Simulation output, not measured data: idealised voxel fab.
The following process module bears the name voxel fin reveal.
It is cross-section cut that appears here, measuring 255 nm in width, its square cells being 5 nm in size.
Cross-section = grid of square cells, listed top down in bands; band = one or more rows. Band entry format. Leading values: height of top, height of bottom, nm. Remainder: materials in left-to-right order, each with its width in nm. Special words: "edge to edge" on a single material, which then fills the band edge to edge; "air", empty space. Heights are expressed relative to 0, this being the level below which the as-received wafer comprises one material exclusively. The lowest band is unbounded in the downward direction and is denoted as in "0 down". Top row gets the first number, bottom row gets the second, and each row in between changes by the same step: that is how a band width like "30->40" works. "nothing was modified" -> step changed no cross-section cell. The entry titled "Entrapped void list" provides the empty spaces that have no open way to the top, restricted to those of 8 cells or more. Each is presented as width x height at distance, the distance being measured from the left edge, with all three in nm. What comes after the settings on a step's line is commentary from the simulator itself on that step. overlay nm: for a step with a mask, the amount by which the mask lay right of where it was planned; a negative amount means left of it.
**Planned step list for the process**
| 1 | op RECEIVE | material Si |
| 2 | op CONFORMAL_DEP | material SiN | thk nm 10 |
| 3 | op DIRECTIONAL_DEP | material aC | thk nm 15 |
| 4 | op PATTERN | tone cover | mask id FINS | material resist | width nm 15 | pitch nm 35 | thk nm 30 | overlay nm 0 |
| 5 | op DIRECTIONAL_ETCH | etch materials aC | depth nm 15 |
| 6 | op STRIP | etch materials resist |
| 7 | op DIRECTIONAL_ETCH | etch materials SiN | depth nm 10 |
| 8 | op DIRECTIONAL_ETCH | etch materials Si | depth nm 30 |
| 9 | op STRIP | etch materials aC |
| 10 | op OXIDIZE | depth nm 5 |
| 11 | op FILL_DEP | material SiO2 | thk nm 5 |
| 12 | op CMP | height nm 10 |
| 13 | op SELECTIVE_ETCH | etch materials SiO2 | depth nm 30 |
| 14 | op STRIP | etch materials SiN |
**As received (post step 1): cross-section**
* 0 down | Si edge to edge
* Entrapped void list: none
**Post-module cross-section: identical start and plan to those above, one misstep in execution**
* 0 to -35 | 105 air, then 5 Si, then 30 air, then 5 Si, then 110 air
* -35 down | Si edge to edge
* Entrapped void list: none
Processing error: step 13 was run twice
